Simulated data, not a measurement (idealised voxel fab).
Herein follows the process module entitled voxel plated lines.
The cross-section shown here is cut; it is 270 nm wide and divided into square cells measuring 5 nm on a side.
In this document a cross-section is written as a grid of square cells. It is given as a series of bands, listed from the top down, and a band is one or more rows of cells.
This entry defines a band. It first specifies the height of the band's top and the height of its bottom in nm, and then specifies the band's materials from left to right, stating each material with its width in nm. The word "edge to edge" identifies a single material that fills the band from edge to edge, while the word "air" identifies empty space.
Ref level 0: as-received wafer is one material below here. Bottom band extends down with no lower bound ("0 -> down").
When a width is written as two numbers, as in "30->40", the first number is the width in the top row of cells of the band and the second is the width in its bottom row, and the width changes by the same amount from each row to the next.
"nothing changed", as given for a step, is the statement that not any cell of the cross-section underwent a change during that step.
This entry, "Unvented cavities", enumerates those empty regions of no fewer than 8 cells that possess no open connection to the top. Each region is reported in the form width x height at distance, the distance being taken from the left edge, with all three quantities expressed in nm.
Whatever follows a step's settings on its line is a remark the simulator itself makes about that step.
overlay nm: right-of-plan distance of the mask on a masked step; negative values mean left-of-plan.

### The steps planned for the process are as follows
- 1: RECEIVE, material Si
- 2: CONFORMAL_DEP, material SiO2, thk nm 10
- 3: DIRECTIONAL_DEP, material TiN, thk nm 5
- 4: PATTERN, tone open, mask id LINES, material resist, width nm 25, pitch nm 40, thk nm 20, overlay nm 0
- 5: EPI, material Ru, thk nm 5
- 6: STRIP, etch materials resist
- 7: DIRECTIONAL_ETCH, etch materials TiN, depth nm 5
- 8: CONFORMAL_DEP, material SiN, thk nm 5

### Here's what the wafer looked like in cross-section when it arrived - that's after step 1
> 0 -> down = Si edge to edge
> Unvented cavities: none

### Cross-sectional image of the first of two wafers at the end of the module, the run having proceeded as planned
> 25 -> 20 = air (75) | SiN (35) | air (5) | SiN (35) | air (5) | SiN (35) | air (80)
> 20 -> 15 = air (75) | SiN (5) | Ru (25) | SiN (5) | air (5) | SiN (5) | Ru (25) | SiN (5) | air (5) | SiN (5) | Ru (25) | SiN (5) | air (80)
> 15 -> 10 = SiN (80) | TiN (25) | SiN (15) | TiN (25) | SiN (15) | TiN (25) | SiN (85)
> 10 -> 0 = SiO2 edge to edge
> 0 -> down = Si edge to edge
> Unvented cavities: none

### second wafer at the end: like start, like plan, one mistake
> 25 -> 20 = air (80) | SiN (25) | air (15) | SiN (25) | air (15) | SiN (25) | air (85)
> 20 -> 15 = air (80) | SiN (5) | Ru (15) | SiN (5) | air (15) | SiN (5) | Ru (15) | SiN (5) | air (15) | SiN (5) | Ru (15) | SiN (5) | air (85)
> 15 -> 10 = SiN (85) | TiN (15) | SiN (25) | TiN (15) | SiN (25) | TiN (15) | SiN (90)
> 10 -> 0 = SiO2 edge to edge
> 0 -> down = Si edge to edge
> Unvented cavities: none
Against the plan, the run slipped here: step 4 went in with a setting other than planned; the actual run was PATTERN, tone open, mask id LINES, material resist, width nm 15, pitch nm 40, thk nm 20, overlay nm 0
End of process, cell counts, second wafer against first, materials with more or fewer: Ru -6; TiN -6
